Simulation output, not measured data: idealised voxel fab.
The document below concerns the process module designated voxel self aligned vias.
The cross-section shown here is cut; it is 250 nm wide and divided into square cells measuring 5 nm on a side.
When this document writes out a cross-section, it uses a grid of square cells and lists it as bands, beginning at the top and moving down, with a band standing for one or more rows of cells.
What a band's entry tells you: where the top is and where the bottom is, as heights in nm, and after that what lies inside, material by material from left to right, each with its width in nm. Empty space is written as the word "empty", and a single material marked with the word "edge to edge" occupies the band from edge to edge.
Convention: height 0 is the level below which the wafer, as received, is all one material. The lowest band does not terminate at the bottom but continues downward, represented as "0..down".
The width entry "30->40" should be interpreted row by row: the top row of cells in the band takes the first number, the bottom row takes the second number, and the change between adjacent rows is uniform throughout.
Where the words "all unchanged" appear for a step, the cross-section shows no cell changed by that step; every cell remained as before.
Entry "Fully sealed cavities" = empty spaces >= 8 cells with no open way to the top; each as width x height at distance, distance from left edge, all nm.
Formally, on a step line, whatever follows the settings is a remark that the simulator itself makes on the step.
For masked steps, "overlay nm" on the step line gives how far right of plan the mask actually lay; a minus sign means it lay to the left.
# Set out below are the planned steps of the process
1 op RECEIVE | material Si
2 op CONFORMAL_DEP | material SiO2 | thk nm 15
3 op CONFORMAL_DEP | material SiCN | thk nm 5
4 op DIRECTIONAL_DEP | material SiO2 | thk nm 30
5 op DIRECTIONAL_DEP | material aC | thk nm 15
6 op PATTERN | tone open | mask id LINES | material resist | width nm 30 | pitch nm 75 | thk nm 35 | overlay nm 0
7 op DIRECTIONAL_ETCH | etch materials aC | depth nm 15
8 op STRIP | etch materials resist
9 op DIRECTIONAL_ETCH | etch materials SiO2 | depth nm 30
10 op STRIP | etch materials aC
11 op CONFORMAL_DEP | material TiN | thk nm 5
12 op FILL_DEP | material W | thk nm 10
13 op CMP | height nm 50
14 op SELECTIVE_ETCH | etch materials W Ru TiN | depth nm 5
15 op FILL_DEP | material SiN | thk nm 5
16 op CMP | height nm 50
17 op DIRECTIONAL_DEP | material SiO2 | thk nm 20
18 op PATTERN | tone open | mask id VIAS | material resist | width nm 50 | pitch nm 150 | thk nm 15 | overlay nm 0
19 op DIRECTIONAL_ETCH | etch materials SiO2 | depth nm 20
20 op DIRECTIONAL_ETCH | etch materials SiN | depth nm 5
21 op STRIP | etch materials resist
22 op CONFORMAL_DEP | material TiN | thk nm 5
23 op FILL_DEP | material Cu | thk nm 10
24 op CMP | height nm 70
25 op CONFORMAL_DEP | material SiN | thk nm 5
# Delivered wafer in cross-section: state after step 1
* 0..down  Si edge to edge
* Fully sealed cavities: none
# First wafer of two, sectioned at end of module; run went per plan
* 75..70  SiN edge to edge
* 70..55  SiO2 25 / TiN 5 / Cu 40 / TiN 5 / SiO2 100 / TiN 5 / Cu 40 / TiN 5 / SiO2 25
* 55..50  SiO2 25 / TiN 15 / Cu 20 / TiN 15 / SiO2 100 / TiN 15 / Cu 20 / TiN 15 / SiO2 25
* 50..45  SiO2 35 / TiN 30 / SiO2 45 / SiN 30 / SiO2 45 / TiN 30 / SiO2 35
* 45..25  SiO2 35 / TiN 5 / W 20 / TiN 5 / SiO2 45 / TiN 5 / W 20 / TiN 5 / SiO2 45 / TiN 5 / W 20 / TiN 5 / SiO2 35
* 25..20  SiO2 35 / TiN 30 / SiO2 45 / TiN 30 / SiO2 45 / TiN 30 / SiO2 35
* 20..15  SiCN edge to edge
* 15..0  SiO2 edge to edge
* 0..down  Si edge to edge
* Fully sealed cavities: none
# Wafer two, sectioned after the module: the first wafer's start, the first wafer's plan, and one mistake in how it was run
* 75..70  SiN edge to edge
* 70..50  SiO2 25 / TiN 5 / Cu 40 / TiN 5 / SiO2 100 / TiN 5 / Cu 40 / TiN 5 / SiO2 25
* 50..45  SiN 25 / TiN 50 / SiN 100 / TiN 50 / SiN 25
* 45..25  SiO2 35 / TiN 5 / W 20 / TiN 5 / SiO2 45 / TiN 5 / W 20 / TiN 5 / SiO2 45 / TiN 5 / W 20 / TiN 5 / SiO2 35
* 25..20  SiO2 35 / TiN 30 / SiO2 45 / TiN 30 / SiO2 45 / TiN 30 / SiO2 35
* 20..15  SiCN edge to edge
* 15..0  SiO2 edge to edge
* 0..down  Si edge to edge
* Fully sealed cavities: none
what went wrong: step 4 did not happen as planned, as run it was op DIRECTIONAL_DEP | material SiO2 | thk nm 25
Wrapping up, a cell-based count of both wafers puts the second over or under the first for these materials: Cu: 8 more, SiN: 24 more, SiO2: 32 fewer
